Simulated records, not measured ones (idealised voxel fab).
Proc. module: voxel ribs on slabs
Pictured: cross-section cut, 175 nm wide, on a grid of 5 nm square cells.
Square cells in a grid make up a cross-section in this document, and the grid is given as bands, listed from the top down, each one or more rows of cells.
Top, bottom (nm), then materials left to right with widths (nm); lone material tagged "throughout" fills the whole band edge to edge; "empty" = empty space.
A quick word on heights: they are counted from 0, and under that level the wafer as it came to us is one material throughout. The lowest band is different from the rest in having no bottom; it simply continues downward, written as in "top 0, no bottom".
Read "30..40" as a graded width: first number on top, second number at the bottom, same change between each pair of neighbouring rows.
Step marked "nothing changed"? Then no cell in the cross-section changed in it.
Under "Closed void catalog" you'll find the enclosed gaps, the ones with no way out to the top, that are 8 cells or bigger; each reads width x height at distance, with distance counted from the left edge, everything in nm.
Whatever follows a step's settings on its line is a remark the simulator itself makes about that step.
overlay nm, on a step with a mask: how far to the right of its planned place the mask lay; to the left if negative
[Process steps - plan]
- 1: RECEIVE,material Si
- 2: DIRECTIONAL_DEP,material SiO2,thk nm 30
- 3: DIRECTIONAL_DEP,material SiN,thk nm 20
- 4: PATTERN,tone cover,mask id RIB,material resist,width nm 20,thk nm 20,overlay nm 0
- 5: DIRECTIONAL_ETCH,etch materials SiN,depth nm 15
- 6: STRIP,etch materials resist
- 7: PATTERN,tone cover,mask id SLAB,material resist,width nm 60,thk nm 20,overlay nm 0
- 8: DIRECTIONAL_ETCH,etch materials SiN,depth nm 5
- 9: STRIP,etch materials resist
- 10: FILL_DEP,material SiO2,thk nm 15
- 11: CMP,height nm 60
- 12: DIRECTIONAL_DEP,material TiN,thk nm 10
- 13: DIRECTIONAL_DEP,material aC,thk nm 10
- 14: PATTERN,tone cover,mask id HEATER,material resist,width nm 30,thk nm 25,overlay nm 0
- 15: DIRECTIONAL_ETCH,etch materials aC,depth nm 10
- 16: STRIP,etch materials resist
- 17: DIRECTIONAL_ETCH,etch materials TiN,depth nm 10
- 18: STRIP,etch materials aC
- 19: CONFORMAL_DEP,material SiN,thk nm 5
[First of two wafers, with the run carried out as planned]
[Delivered wafer in cross-section: state after step 1]
    top 0, no bottom  Si throughout
    Closed void catalog: none
[How the wafer stands in section after step 2]
    top 30, bottom 0  SiO2 throughout
    below 0: unchanged
[How the wafer stands in section after step 3]
    top 50, bottom 30  SiN throughout
    below 30: unchanged
[How the wafer stands in section after step 4]
    top 70, bottom 50  empty=75, resist=20, empty=80
    below 50: unchanged
[How the wafer stands in section after step 5]
    top 70, bottom 50  empty=75, resist=20, empty=80
    top 50, bottom 35  empty=75, SiN=20, empty=80
    below 35: unchanged
[How the wafer stands in section after step 6]
    top 50, bottom 35  empty=75, SiN=20, empty=80
    below 35: unchanged
[How the wafer stands in section after step 7]
    top 70, bottom 50  empty=55, resist=60, empty=60
    top 50, bottom 35  empty=55, resist=20, SiN=20, resist=20, empty=60
    below 35: unchanged
[How the wafer stands in section after step 8]
    top 70, bottom 50  empty=55, resist=60, empty=60
    top 50, bottom 35  empty=55, resist=20, SiN=20, resist=20, empty=60
    top 35, bottom 30  empty=55, SiN=60, empty=60
    below 30: unchanged
[How the wafer stands in section after step 9]
    top 50, bottom 35  empty=75, SiN=20, empty=80
    below 35: unchanged
[How the wafer stands in section after step 10]
    top 65, bottom 50  SiO2 throughout
    top 50, bottom 35  SiO2=75, SiN=20, SiO2=80
    top 35, bottom 30  SiO2=55, SiN=60, SiO2=60
    below 30: unchanged
[How the wafer stands in section after step 11]
    top 60, bottom 50  SiO2 throughout
    below 50: unchanged
[How the wafer stands in section after step 12]
    top 70, bottom 60  TiN throughout
    below 60: unchanged
[How the wafer stands in section after step 13]
    top 80, bottom 70  aC throughout
    below 70: unchanged
[How the wafer stands in section after step 14]
    top 105, bottom 80  empty=70, resist=30, empty=75
    below 80: unchanged
[How the wafer stands in section after step 15]
    top 95, bottom 80  empty=70, resist=30, empty=75
    top 80, bottom 70  empty=70, aC=30, empty=75
    below 70: unchanged
[How the wafer stands in section after step 16]
    top 80, bottom 70  empty=70, aC=30, empty=75
    below 70: unchanged
[How the wafer stands in section after step 17]
    top 80, bottom 70  empty=70, aC=30, empty=75
    top 70, bottom 60  empty=70, TiN=30, empty=75
    below 60: unchanged
[How the wafer stands in section after step 18]
    top 70, bottom 60  empty=70, TiN=30, empty=75
    below 60: unchanged
[How the wafer stands in section after step 19]
    top 75, bottom 70  empty=65, SiN=40, empty=70
    top 70, bottom 65  empty=65, SiN=5, TiN=30, SiN=5, empty=70
    top 65, bottom 60  SiN=70, TiN=30, SiN=75
    below 60: unchanged
[The second wafer began exactly as the first did and followed the same plan, but one mistake was made while running it; through step 13 inclusive, the two wafers are identical]
[Cross-sectional view of the second wafer at the intended end time of process step 14]
    top 105, bottom 80  resist=70, empty=30, resist=75
    below 80: unchanged
[Cross-sectional view of the second wafer at the intended end time of process step 15]
    top 95, bottom 80  resist=70, empty=30, resist=75
    top 80, bottom 70  aC=70, empty=30, aC=75
    below 70: unchanged
[Cross-sectional view of the second wafer at the intended end time of process step 16]
    top 80, bottom 70  aC=70, empty=30, aC=75
    below 70: unchanged
[Cross-sectional view of the second wafer at the intended end time of process step 17]
    top 80, bottom 70  aC=70, empty=30, aC=75
    top 70, bottom 60  TiN=70, empty=30, TiN=75
    below 60: unchanged
[Cross-sectional view of the second wafer at the intended end time of process step 18]
    top 70, bottom 60  TiN=70, empty=30, TiN=75
    below 60: unchanged
[Cross-sectional view of the second wafer at the intended end time of process step 19]
    top 75, bottom 70  SiN=75, empty=20, SiN=80
    top 70, bottom 65  TiN=70, SiN=5, empty=20, SiN=5, TiN=75
    top 65, bottom 60  TiN=70, SiN=30, TiN=75
    below 60: unchanged
What went wrong in running the wafer? it should be noted that step 14 was executed with settings other than those planned, the operation and settings actually applied being PATTERN,tone open,mask id HEATER,material resist,width nm 30,thk nm 25,overlay nm 0
Materials where the second wafer ends with more or fewer cells than the first: TiN: 46 more
